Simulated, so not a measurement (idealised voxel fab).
This is a process module. Its name is voxel capacitor over wiring.
We display cut, a cross-section 300 nm in width whose square cells are each 5 nm.
A cross-section in this document is a grid of square cells, and it is written down as bands, the top band listed before the ones below it; a band is made up of one or more rows of cells. Read a band's entry like this: the first values are the height of its top and the height of its bottom in nm, and what follows is the sequence of materials from left to right, each with its width in nm. Note that "empty" is empty space, and that a single material marked "edge to edge" reaches across the band from edge to edge. Heights are expressed relative to 0, this being the level below which the as-received wafer comprises one material exclusively. The lowest band is unbounded in the downward direction and is denoted as in "0 nm and below". Top row gets the first number, bottom row gets the second, and each row in between changes by the same step: that is how a band width like "30->40" works. Any step labelled "nothing altered" changed none of the cells in the cross-section. "Listed closed voids" means: voids of 8 cells or more that are shut off from the top with no open way through. Written width x height at distance, distance from the left edge, in nm. Whatever follows a step's settings on its line is a remark the simulator itself makes about that step. Steps that use a mask can have "overlay nm" on their line. It says how far the mask sat to the right of where it was meant to be. Negative means to the left.
THESE ARE THE STEPS WE PLANNED FOR THE PROCESS
step 1: RECEIVE: material Si
step 2: CONFORMAL_DEP: material SiO2, thk nm 10
step 3: DIRECTIONAL_DEP: material TiN, thk nm 5
step 4: DIRECTIONAL_DEP: material W, thk nm 20
step 5: DIRECTIONAL_DEP: material aC, thk nm 10
step 6: PATTERN: tone cover, mask id METAL_1, material resist, width nm 20, pitch nm 85, thk nm 30, overlay nm 0
step 7: DIRECTIONAL_ETCH: etch materials aC, depth nm 10
step 8: STRIP: etch materials resist
step 9: DIRECTIONAL_ETCH: etch materials W, depth nm 20
step 10: DIRECTIONAL_ETCH: etch materials TiN, depth nm 5
step 11: STRIP: etch materials aC
step 12: CONFORMAL_DEP: material SiN, thk nm 5
step 13: FILL_DEP: material lowk, thk nm 10
step 14: CMP: height nm 35
step 15: CONFORMAL_DEP: material SiCN, thk nm 5
step 16: DIRECTIONAL_DEP: material SiO2, thk nm 20
step 17: MASKED_ETCH: tone open, mask id PLUG_1, width nm 15, etch materials SiO2, depth nm 20, overlay nm 0
step 18: MASKED_ETCH: tone open, mask id PLUG_1, width nm 15, etch materials SiCN, depth nm 5, overlay nm 0
step 19: CONFORMAL_DEP: material TiN, thk nm 5
step 20: FILL_DEP: material Cu, thk nm 5
step 21: CMP: height nm 60
step 22: DIRECTIONAL_DEP: material TiN, thk nm 5
step 23: DIRECTIONAL_DEP: material Al2O3, thk nm 5
step 24: DIRECTIONAL_DEP: material TiN, thk nm 10
step 25: DIRECTIONAL_DEP: material aC, thk nm 15
step 26: PATTERN: tone cover, mask id UPPER_PLATE, material resist, width nm 70, thk nm 35, overlay nm 0
step 27: DIRECTIONAL_ETCH: etch materials aC, depth nm 15
step 28: STRIP: etch materials resist
step 29: DIRECTIONAL_ETCH: etch materials TiN, depth nm 10
step 30: DIRECTIONAL_ETCH: etch materials Al2O3, depth nm 5
step 31: STRIP: etch materials aC
step 32: DIRECTIONAL_DEP: material aC, thk nm 10
step 33: PATTERN: tone cover, mask id LOWER_PLATE, material resist, width nm 80, thk nm 30, overlay nm 0
step 34: DIRECTIONAL_ETCH: etch materials aC, depth nm 10
step 35: STRIP: etch materials resist
step 36: DIRECTIONAL_ETCH: etch materials TiN, depth nm 5
step 37: STRIP: etch materials aC
step 38: FILL_DEP: material SiO2, thk nm 15
step 39: CMP: height nm 90
step 40: PATTERN: tone open, mask id PLUG_2, material resist, width nm 15, thk nm 20, overlay nm 0
step 41: DIRECTIONAL_ETCH: etch materials SiO2, depth nm 10
step 42: STRIP: etch materials resist
step 43: CONFORMAL_DEP: material TiN, thk nm 5
step 44: FILL_DEP: material Ru, thk nm 5
step 45: CMP: height nm 90
step 46: CONFORMAL_DEP: material SiN, thk nm 5
CROSS-SECTION OF THE WAFER UPON ARRIVAL, REPRESENTING THE STATE REACHED AFTER STEP 1
    0 nm and below  Si edge to edge
    Listed closed voids: none
END-OF-MODULE CROSS-SECTION OF THE FIRST OF TWO WAFERS, PROCESSED AS PLANNED
    95 nm to 90 nm  SiN edge to edge
    90 nm to 85 nm  110 SiO2 | 5 TiN | 5 Ru | 5 TiN | 175 SiO2
    85 nm to 80 nm  110 SiO2 | 15 TiN | 175 SiO2
    80 nm to 70 nm  100 SiO2 | 70 TiN | 130 SiO2
    70 nm to 65 nm  100 SiO2 | 70 Al2O3 | 130 SiO2
    65 nm to 60 nm  95 SiO2 | 80 TiN | 125 SiO2
    60 nm to 40 nm  100 SiO2 | 5 TiN | 5 Cu | 5 TiN | 185 SiO2
    40 nm to 35 nm  100 SiCN | 15 TiN | 185 SiCN
    35 nm to 15 nm  90 lowk | 5 SiN | 20 W | 5 SiN | 55 lowk | 5 SiN | 20 W | 5 SiN | 95 lowk
    15 nm to 10 nm  95 SiN | 20 TiN | 65 SiN | 20 TiN | 100 SiN
    10 nm to 0 nm  SiO2 edge to edge
    0 nm and below  Si edge to edge
    Listed closed voids: none
WAFER TWO, SECTIONED AFTER THE MODULE: THE FIRST WAFER'S START, THE FIRST WAFER'S PLAN, AND ONE MISTAKE IN HOW IT WAS RUN
    95 nm to 90 nm  SiN edge to edge
    90 nm to 85 nm  110 SiO2 | 5 TiN | 5 Ru | 5 TiN | 175 SiO2
    85 nm to 80 nm  110 SiO2 | 15 TiN | 175 SiO2
    80 nm to 70 nm  100 SiO2 | 70 TiN | 130 SiO2
    70 nm to 65 nm  100 SiO2 | 70 Al2O3 | 130 SiO2
    65 nm to 60 nm  95 SiO2 | 80 TiN | 125 SiO2
    60 nm to 55 nm  Cu edge to edge
    55 nm to 50 nm  105 TiN | 5 Cu | 190 TiN
    50 nm to 30 nm  100 SiO2 | 5 TiN | 5 Cu | 5 TiN | 185 SiO2
    30 nm to 25 nm  100 SiCN | 15 TiN | 185 SiCN
    25 nm to 15 nm  90 lowk | 5 SiN | 20 W | 5 SiN | 55 lowk | 5 SiN | 20 W | 5 SiN | 95 lowk
    15 nm to 10 nm  95 SiN | 20 TiN | 65 SiN | 20 TiN | 100 SiN
    10 nm to 0 nm  SiO2 edge to edge
    0 nm and below  Si edge to edge
    Listed closed voids: none
It is concluded that the wafer was processed incorrectly with respect to the plan, in that step 14 deviated from plan and actually ran as CMP: height nm 25
Final wafer comparison in cells, second versus first, more or fewer per material: Cu: 61 more, SiN: 8 fewer, TiN: 59 more, W: 16 fewer, lowk: 96 fewer
